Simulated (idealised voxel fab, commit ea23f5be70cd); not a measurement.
This section sets out a process module, namely voxel self aligned vias.
Section cut is 290 nm wide and gridded with 5 nm square cells.
In what follows, cross-sections appear as grids of square cells, described through bands that run from the top down, where every band is one or more rows of cells.
Read a band's entry like this: the first values are the height of its top and the height of its bottom in nm, and what follows is the sequence of materials from left to right, each with its width in nm. Note that "blank" is empty space, and that a single material marked "all across" reaches across the band from edge to edge.
The reference from which all heights are counted is 0, the level beneath which the as-received wafer is entirely one material; the lowest band, having no lower bound, proceeds downward and is written after the example "0 and below".
Think of "30->40" as a width that walks from the first number to the second as you go down the band, top row to bottom row, taking equal-sized steps from row to row.
Reading "identical to before" for a step: not a cell of the cross-section changed in it.
Voids not open to the top, 8 cells minimum: see "Trapped voids". Written width x height at distance; distance is from the left edge; nm.
Read whatever lies past the settings on a step's line as the simulator's own remark about the step.
overlay nm: mask offset rightward from planned place, masked step; negative means leftward offset.

The steps planned for the process are as follows:
1. op RECEIVE | material Si
2. op CONFORMAL_DEP | material SiO2 | thk nm 10
3. op CONFORMAL_DEP | material SiCN | thk nm 5
4. op DIRECTIONAL_DEP | material SiO2 | thk nm 20
5. op MASKED_ETCH | tone open | mask id LINES | width nm 25 | pitch nm 50 | etch materials SiO2 | depth nm 20 | overlay nm 0
6. op CONFORMAL_DEP | material TiN | thk nm 5
7. op FILL_DEP | material Ru | thk nm 5
8. op CMP | height nm 35
9. op SELECTIVE_ETCH | etch materials W Ru TiN | depth nm 5
10. op FILL_DEP | material SiN | thk nm 10
11. op CMP | height nm 35
12. op DIRECTIONAL_DEP | material SiO2 | thk nm 15
13. op DIRECTIONAL_DEP | material aC | thk nm 10
14. op PATTERN | tone open | mask id VIAS | material resist | width nm 35 | pitch nm 50 | thk nm 30 | overlay nm 0
15. op DIRECTIONAL_ETCH | etch materials aC | depth nm 10
16. op STRIP | etch materials resist
17. op DIRECTIONAL_ETCH | etch materials SiO2 | depth nm 15
18. op DIRECTIONAL_ETCH | etch materials SiN | depth nm 5
19. op STRIP | etch materials aC
20. op CONFORMAL_DEP | material TiN | thk nm 5
21. op FILL_DEP | material Cu | thk nm 5
22. op CMP | height nm 50
23. op CONFORMAL_DEP | material SiN | thk nm 5

The first of two wafers, run as planned:

Delivered wafer in cross-section: state after step 1:
    0 and below  Si all across
    Trapped voids: none

The wafer, seen in cross-section, after step 2:
    10 down to 0  SiO2 all across
    Under the height 0 nothing was changed.

The wafer, seen in cross-section, after step 3:
    15 down to 10  SiCN all across
    Under the height 10 nothing was changed.

The wafer, seen in cross-section, after step 4:
    35 down to 15  SiO2 all across
    Under the height 15 nothing was changed.

The wafer, seen in cross-section, after step 5:
    35 down to 15  SiO2 105; blank 25; SiO2 25; blank 25; SiO2 110
    Under the height 15 nothing was changed.

The wafer, seen in cross-section, after step 6:
    40 down to 35  TiN 110; blank 15; TiN 35; blank 15; TiN 115
    35 down to 20  SiO2 105; TiN 5; blank 15; TiN 5; SiO2 25; TiN 5; blank 15; TiN 5; SiO2 110
    20 down to 15  SiO2 105; TiN 25; SiO2 25; TiN 25; SiO2 110
    Under the height 15 nothing was changed.

The wafer, seen in cross-section, after step 7:
    45 down to 40  Ru all across
    40 down to 35  TiN 110; Ru 15; TiN 35; Ru 15; TiN 115
    35 down to 20  SiO2 105; TiN 5; Ru 15; TiN 5; SiO2 25; TiN 5; Ru 15; TiN 5; SiO2 110
    Under the height 20 nothing was changed.

The wafer, seen in cross-section, after step 8:
    35 down to 20  SiO2 105; TiN 5; Ru 15; TiN 5; SiO2 25; TiN 5; Ru 15; TiN 5; SiO2 110
    Under the height 20 nothing was changed.

The wafer, seen in cross-section, after step 9:
    35 down to 30  SiO2 105; blank 25; SiO2 25; blank 25; SiO2 110
    Under the height 30 nothing was changed.

The wafer, seen in cross-section, after step 10:
    45 down to 35  SiN all across
    35 down to 30  SiO2 105; SiN 25; SiO2 25; SiN 25; SiO2 110
    Under the height 30 nothing was changed.

The wafer, seen in cross-section, after step 11:
    35 down to 30  SiO2 105; SiN 25; SiO2 25; SiN 25; SiO2 110
    Under the height 30 nothing was changed.

The wafer, seen in cross-section, after step 12:
    50 down to 35  SiO2 all across
    Under the height 35 nothing was changed.

The wafer, seen in cross-section, after step 13:
    60 down to 50  aC all across
    Under the height 50 nothing was changed.

The wafer, seen in cross-section, after step 14:
    90 down to 60  resist 100; blank 35; resist 15; blank 35; resist 105
    Under the height 60 nothing was changed.

The wafer, seen in cross-section, after step 15:
    80 down to 60  resist 100; blank 35; resist 15; blank 35; resist 105
    60 down to 50  aC 100; blank 35; aC 15; blank 35; aC 105
    Under the height 50 nothing was changed.

The wafer, seen in cross-section, after step 16:
    60 down to 50  aC 100; blank 35; aC 15; blank 35; aC 105
    Under the height 50 nothing was changed.

The wafer, seen in cross-section, after step 17:
    60 down to 50  aC 100; blank 35; aC 15; blank 35; aC 105
    50 down to 35  SiO2 100; blank 35; SiO2 15; blank 35; SiO2 105
    Under the height 35 nothing was changed.

The wafer, seen in cross-section, after step 18:
    60 down to 50  aC 100; blank 35; aC 15; blank 35; aC 105
    50 down to 35  SiO2 100; blank 35; SiO2 15; blank 35; SiO2 105
    35 down to 30  SiO2 105; blank 25; SiO2 25; blank 25; SiO2 110
    Under the height 30 nothing was changed.

The wafer, seen in cross-section, after step 19:
    50 down to 35  SiO2 100; blank 35; SiO2 15; blank 35; SiO2 105
    Under the height 35 nothing was changed.

The wafer, seen in cross-section, after step 20:
    55 down to 50  TiN 105; blank 25; TiN 25; blank 25; TiN 110
    50 down to 40  SiO2 100; TiN 5; blank 25; TiN 5; SiO2 15; TiN 5; blank 25; TiN 5; SiO2 105
    40 down to 35  SiO2 100; TiN 10; blank 15; TiN 10; SiO2 15; TiN 10; blank 15; TiN 10; SiO2 105
    35 down to 30  SiO2 105; TiN 25; SiO2 25; TiN 25; SiO2 110
    Under the height 30 nothing was changed.

The wafer, seen in cross-section, after step 21:
    60 down to 55  Cu all across
    55 down to 50  TiN 105; Cu 25; TiN 25; Cu 25; TiN 110
    50 down to 40  SiO2 100; TiN 5; Cu 25; TiN 5; SiO2 15; TiN 5; Cu 25; TiN 5; SiO2 105
    40 down to 35  SiO2 100; TiN 10; Cu 15; TiN 10; SiO2 15; TiN 10; Cu 15; TiN 10; SiO2 105
    Under the height 35 nothing was changed.

The wafer, seen in cross-section, after step 22:
    50 down to 40  SiO2 100; TiN 5; Cu 25; TiN 5; SiO2 15; TiN 5; Cu 25; TiN 5; SiO2 105
    Under the height 40 nothing was changed.

The wafer, seen in cross-section, after step 23:
    55 down to 50  SiN all across
    Under the height 50 nothing was changed.

Second Wafer (Identical Start and Plan, One Processing Error; Matches First Wafer Through Step 22):

Second wafer cross-section, taken as of the time the plan sets for step 23 to be done:
    65 down to 50  SiN all across
    Under the height 50 nothing was changed.
Short version of what went wrong: in deviation from the planned setting, step 23 was conducted as op CONFORMAL_DEP | material SiN | thk nm 15
Final difference in cells, second wafer against first, listed per material as more or fewer: 116 more of SiN
